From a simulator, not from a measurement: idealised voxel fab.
The process module that follows is named voxel gate over fins.
It is cross-section cut that appears here, measuring 185 nm in width, its square cells being 5 nm in size.
How to read a cross-section here: the picture is a grid of square cells, written as bands going from the top down, and any band can span one or more rows of cells.
In this notation a band is specified by the heights of its top and bottom, in that order and in nm, after which its materials appear from left to right, each paired with its width in nm. The word "everywhere" attached to a single material means that material fills the band from edge to edge; the word "empty" stands for empty space.
Convention: height 0 is the level below which the wafer, as received, is all one material. The lowest band does not terminate at the bottom but continues downward, represented as "top 0, no bottom".
Graded width ("30->40"): value in top row of band = first number; value in bottom row = second number; row-to-row change constant.
What does "no alteration" mean for a step? It means no cell of the cross-section changed in that step.
Closed-off voids of 8+ cells (no open route to the top) go in "Sealed cavities", written width x height at distance from the left edge, in nm.
Formally, on a step line, whatever follows the settings is a remark that the simulator itself makes on the step.
What "overlay nm" on a step's line means: if the step has a mask, that mask lay this far to the right of its planned place, or, when the value is negative, to the left.
**Set out below are the planned steps of the process**
1) RECEIVE: material Si
2) CONFORMAL_DEP: material SiN, thk nm 10
3) PATTERN: tone cover, mask id FINS, material resist, width nm 15, pitch nm 45, thk nm 20, overlay nm 0
4) DIRECTIONAL_ETCH: etch materials SiN, depth nm 10
5) DIRECTIONAL_ETCH: etch materials Si, depth nm 35
6) STRIP: etch materials resist
7) FILL_DEP: material SiO2, thk nm 5
8) CMP: height nm 10
9) SELECTIVE_ETCH: etch materials SiO2, depth nm 20
10) STRIP: etch materials SiN
11) CONFORMAL_DEP: material HfO2, thk nm 5
12) CONFORMAL_DEP: material TiN, thk nm 5
13) CONFORMAL_DEP: material TiAl, thk nm 5
14) CONFORMAL_DEP: material TiN, thk nm 5
15) FILL_DEP: material W, thk nm 15
16) CMP: height nm 30
17) CONFORMAL_DEP: material SiN, thk nm 5
For clarity, it should be stated that the wafers under discussion commence in an identical condition and differ with respect to the thk nm of step 13, the plan indicating the value that the first wafer had.
**First wafer of several, as received: cross-section after step 1**
- top 0, no bottom  Si everywhere
- Sealed cavities: none
**Rows = wafers. At module end, each row lists per material the cells gained (+) or lost (-) since the wafer was received, then the closed voids**
thk nm 5, +45 HfO2, -217 Si, +37 SiN, +155 SiO2, +45 TiAl, +86 TiN, +108 W, Sealed cavities: none
thk nm 10, +45 HfO2, -217 Si, +37 SiN, +155 SiO2, +86 TiAl, +86 TiN, +67 W, Sealed cavities: none
thk nm 15, +45 HfO2, -217 Si, +37 SiN, +155 SiO2, +127 TiAl, +86 TiN, +26 W, Sealed cavities: none
thk nm 20, +45 HfO2, -217 Si, +37 SiN, +155 SiO2, +168 TiAl, +60 TiN, +11 W, Sealed cavities: none
